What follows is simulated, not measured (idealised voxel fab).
process module | voxel capacitor over wiring
cross-section cut | 235 nm wide | cells 5 nm
A cross-section is a grid of square cells, given in bands from the top down. A band is one or more rows of cells.
Each band's line starts with the height of the band's top and of its bottom, in nm. Then come its materials from left to right, each with its width in nm. One material with "throughout" fills the band from edge to edge. "air" is empty space.
Height 0 is the level under which the wafer as received is all one material. The lowest band goes on downwards, as in "0 down".
A width such as "30 to 40" changes by the same amount from each row of cells to the next, from the band's top row to its bottom row.
"no change" after a step means that no cell of the cross-section changed.
closed voids: empty space of 8 cells or more with no open way to the top, each as width x height at its distance from the left edge, in nm
after a step's settings: what the simulator itself notes on the step
overlay nm, on a step with a mask: how far to the right of its planned place the mask lay; to the left if negative
plan
1 op RECEIVE | material Si
2 op CONFORMAL_DEP | material SiO2 | thk nm 15
3 op DIRECTIONAL_DEP | material TiN | thk nm 5
4 op DIRECTIONAL_DEP | material W | thk nm 20
5 op DIRECTIONAL_DEP | material aC | thk nm 15
6 op PATTERN | tone cover | mask id METAL_1 | material resist | width nm 25 | pitch nm 85 | thk nm 35 | overlay nm 0
7 op DIRECTIONAL_ETCH | etch materials aC | depth nm 15
8 op STRIP | etch materials resist
9 op DIRECTIONAL_ETCH | etch materials W | depth nm 20
10 op DIRECTIONAL_ETCH | etch materials TiN | depth nm 5
11 op STRIP | etch materials aC
12 op FILL_DEP | material SiO2 | thk nm 10
13 op CMP | height nm 40
14 op CONFORMAL_DEP | material SiCN | thk nm 5
15 op DIRECTIONAL_DEP | material lowk | thk nm 15
16 op MASKED_ETCH | tone open | mask id PLUG_1 | width nm 15 | etch materials lowk | depth nm 15 | overlay nm 0
17 op MASKED_ETCH | tone open | mask id PLUG_1 | width nm 15 | etch materials SiCN | depth nm 5 | overlay nm 0
18 op CONFORMAL_DEP | material TiN | thk nm 5
19 op FILL_DEP | material Ru | thk nm 10
20 op CMP | height nm 60
21 op DIRECTIONAL_DEP | material TiN | thk nm 5
22 op DIRECTIONAL_DEP | material SiN | thk nm 5
23 op DIRECTIONAL_DEP | material TiN | thk nm 10
24 op DIRECTIONAL_DEP | material aC | thk nm 10
25 op PATTERN | tone cover | mask id UPPER_PLATE | material resist | width nm 65 | thk nm 25 | overlay nm 0
26 op DIRECTIONAL_ETCH | etch materials aC | depth nm 10
27 op STRIP | etch materials resist
28 op DIRECTIONAL_ETCH | etch materials TiN | depth nm 10
29 op DIRECTIONAL_ETCH | etch materials SiN | depth nm 5
30 op STRIP | etch materials aC
31 op DIRECTIONAL_DEP | material aC | thk nm 10
32 op PATTERN | tone cover | mask id LOWER_PLATE | material resist | width nm 75 | thk nm 30 | overlay nm 0
33 op DIRECTIONAL_ETCH | etch materials aC | depth nm 10
34 op STRIP | etch materials resist
35 op DIRECTIONAL_ETCH | etch materials TiN | depth nm 5
36 op STRIP | etch materials aC
37 op FILL_DEP | material SiO2 | thk nm 15
38 op CMP | height nm 90
39 op PATTERN | tone open | mask id PLUG_2 | material resist | width nm 15 | thk nm 20 | overlay nm 0
40 op DIRECTIONAL_ETCH | etch materials SiO2 | depth nm 10
41 op STRIP | etch materials resist
42 op CONFORMAL_DEP | material TiN | thk nm 5
43 op FILL_DEP | material Cu | thk nm 5
44 op CMP | height nm 90
45 op CONFORMAL_DEP | material SiN | thk nm 5
as received, after step 1
  0 down: Si throughout
  closed voids: none
first wafer at the end, as planned
  95 to 90: SiN throughout
  90 to 85: SiO2 80 | TiN 5 | Cu 5 | TiN 5 | SiO2 140
  85 to 80: SiO2 80 | TiN 15 | SiO2 140
  80 to 70: SiO2 70 | TiN 65 | SiO2 100
  70 to 65: SiO2 70 | SiN 65 | SiO2 100
  65 to 60: SiO2 65 | TiN 75 | SiO2 95
  60 to 45: lowk 70 | TiN 5 | Ru 5 | TiN 5 | lowk 150
  45 to 40: SiCN 70 | TiN 15 | SiCN 150
  40 to 20: SiO2 60 | W 25 | SiO2 60 | W 25 | SiO2 65
  20 to 15: SiO2 60 | TiN 25 | SiO2 60 | TiN 25 | SiO2 65
  15 to 0: SiO2 throughout
  0 down: Si throughout
  closed voids: none
second wafer at the end: like start, like plan, one mistake
  95 to 90: SiN throughout
  90 to 85: SiO2 80 | TiN 5 | Cu 5 | TiN 5 | SiO2 140
  85 to 80: SiO2 80 | TiN 15 | SiO2 140
  80 to 75: SiO2 65 | TiN 5 | SiO2 65 | TiN 5 | SiO2 95
  75 to 70: TiN 70 | SiO2 65 | TiN 100
  70 to 65: SiN 70 | SiO2 65 | SiN 100
  65 to 60: TiN throughout
  60 to 45: lowk 70 | TiN 5 | Ru 5 | TiN 5 | lowk 150
  45 to 40: SiCN 70 | TiN 15 | SiCN 150
  40 to 20: SiO2 60 | W 25 | SiO2 60 | W 25 | SiO2 65
  20 to 15: SiO2 60 | TiN 25 | SiO2 60 | TiN 25 | SiO2 65
  15 to 0: SiO2 throughout
  0 down: Si throughout
  closed voids: none
what went wrong: step 25 ran as: op PATTERN | tone open | mask id UPPER_PLATE | material resist | width nm 65 | thk nm 25 | overlay nm 0
at the end the second wafer has, in cells: 21 more of SiN | 63 fewer of SiO2 | 42 more of TiN
